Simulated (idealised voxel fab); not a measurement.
process module | voxel fin reveal
cross-section cut | 215 nm wide | cells 5 nm
A cross-section is a grid of square cells, given in bands from the top down. A band is one or more rows of cells.
Each band's line starts with the height of the band's top and of its bottom, in nm. Then come its materials from left to right, each with its width in nm. One material with "throughout" fills the band from edge to edge. "air" is empty space.
Height 0 is the level under which the wafer as received is all one material. The lowest band goes on downwards, as in "0 down".
A width such as "30 to 40" changes by the same amount from each row of cells to the next, from the band's top row to its bottom row.
"no change" after a step means that no cell of the cross-section changed.
closed voids: empty space of 8 cells or more with no open way to the top, each as width x height at its distance from the left edge, in nm
after a step's settings: what the simulator itself notes on the step
overlay nm, on a step with a mask: how far to the right of its planned place the mask lay; to the left if negative
plan
1 op RECEIVE | material Si
2 op CONFORMAL_DEP | material SiN | thk nm 5
3 op PATTERN | tone cover | mask id FINS | material resist | width nm 15 | pitch nm 45 | thk nm 15 | overlay nm 0
4 op DIRECTIONAL_ETCH | etch materials SiN | depth nm 5
5 op DIRECTIONAL_ETCH | etch materials Si | depth nm 30
6 op STRIP | etch materials resist
7 op FILL_DEP | material SiO2 | thk nm 10
8 op CMP | height nm 5
9 op SELECTIVE_ETCH | etch materials SiO2 | depth nm 20
10 op STRIP | etch materials SiN
as received, after step 1
  0 down: Si throughout
  closed voids: none
first wafer at the end, as planned
  0 to -15: air 75 | Si 15 | air 30 | Si 15 | air 80
  -15 to -30: SiO2 75 | Si 15 | SiO2 30 | Si 15 | SiO2 80
  -30 down: Si throughout
  closed voids: none
second wafer at the end: like start, like plan, one mistake
  0 to -15: air 75 | Si 15 | air 30 | Si 15 | air 80
  -15 to -60: SiO2 75 | Si 15 | SiO2 30 | Si 15 | SiO2 80
  -60 down: Si throughout
  closed voids: none
what went wrong: step 5 was run twice
at the end the second wafer has, in cells: 222 fewer of Si | 222 more of SiO2
